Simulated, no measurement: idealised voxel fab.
voxel ribs on slabs: a process module
The cross-section shown here is cut; it is 220 nm wide and divided into square cells measuring 5 nm on a side.
Think of the cross-section as a grid of square cells. We describe it in bands, top to bottom, and each band covers one or more rows of those cells. Within each band entry, the heights of the top and of the bottom of the band appear first, in that order and in nm; the materials of the band then follow from left to right, each with its corresponding width in nm. The designation "throughout" on a single material indicates that it fills the band from edge to edge; the designation "blank" indicates empty space. Note: height 0 marks the level under which the wafer is uniformly one material as received. Lowest band unbounded below, written "0 -> down". The expression "30 to 40" gives the width at the extremes of the band, the first number at its top row of cells and the second at its bottom row, with the width changing by equal amounts from each row to the next in between. Basically "identical to before" means that step didn't change any cell in the cross-section. This entry, "Enclosed void listing", enumerates those empty regions of no fewer than 8 cells that possess no open connection to the top. Each region is reported in the form width x height at distance, the distance being taken from the left edge, with all three quantities expressed in nm. Text after the settings on a step's line: the simulator's own remark on that step. "overlay nm", when on a step's line for a step with a mask, measures how far to the right of its planned place the mask lay; a negative measure means to the left.
So here's the lineup of process steps we planned
1) op RECEIVE | material Si
2) op DIRECTIONAL_DEP | material SiO2 | thk nm 30
3) op DIRECTIONAL_DEP | material SiN | thk nm 15
4) op MASKED_ETCH | tone cover | mask id RIB | width nm 15 | etch materials SiN | depth nm 10 | overlay nm 0
5) op PATTERN | tone cover | mask id SLAB | material resist | width nm 55 | thk nm 20 | overlay nm 0
6) op DIRECTIONAL_ETCH | etch materials SiN | depth nm 5
7) op STRIP | etch materials resist
8) op FILL_DEP | material SiO2 | thk nm 25
9) op CMP | height nm 60
10) op DIRECTIONAL_DEP | material TiN | thk nm 5
11) op DIRECTIONAL_DEP | material aC | thk nm 15
12) op PATTERN | tone cover | mask id HEATER | material resist | width nm 25 | thk nm 35 | overlay nm 0
13) op DIRECTIONAL_ETCH | etch materials aC | depth nm 15
14) op STRIP | etch materials resist
15) op DIRECTIONAL_ETCH | etch materials TiN | depth nm 5
16) op STRIP | etch materials aC
17) op CONFORMAL_DEP | material SiO2 | thk nm 5
Received-state cross-section, reflecting completion of step 1
  0 -> down | Si throughout
  Enclosed void listing: none
Below is the wafer in cross-section after the module was completed. It began from the starting point shown above and followed the plan shown above, except that one mistake was made while running it
  70 -> 65 | blank=90 / SiO2=35 / blank=95
  65 -> 60 | SiO2=95 / TiN=25 / SiO2=100
  60 -> 50 | SiO2 throughout
  50 -> 40 | SiO2=100 / SiN=15 / SiO2=105
  40 -> 35 | SiO2=80 / SiN=55 / SiO2=85
  35 -> 30 | SiN throughout
  30 -> 0 | SiO2 throughout
  0 -> down | Si throughout
  Enclosed void listing: none
Which mistake was made when the wafer was run? not per plan at step 3, really ran op DIRECTIONAL_DEP | material SiN | thk nm 20
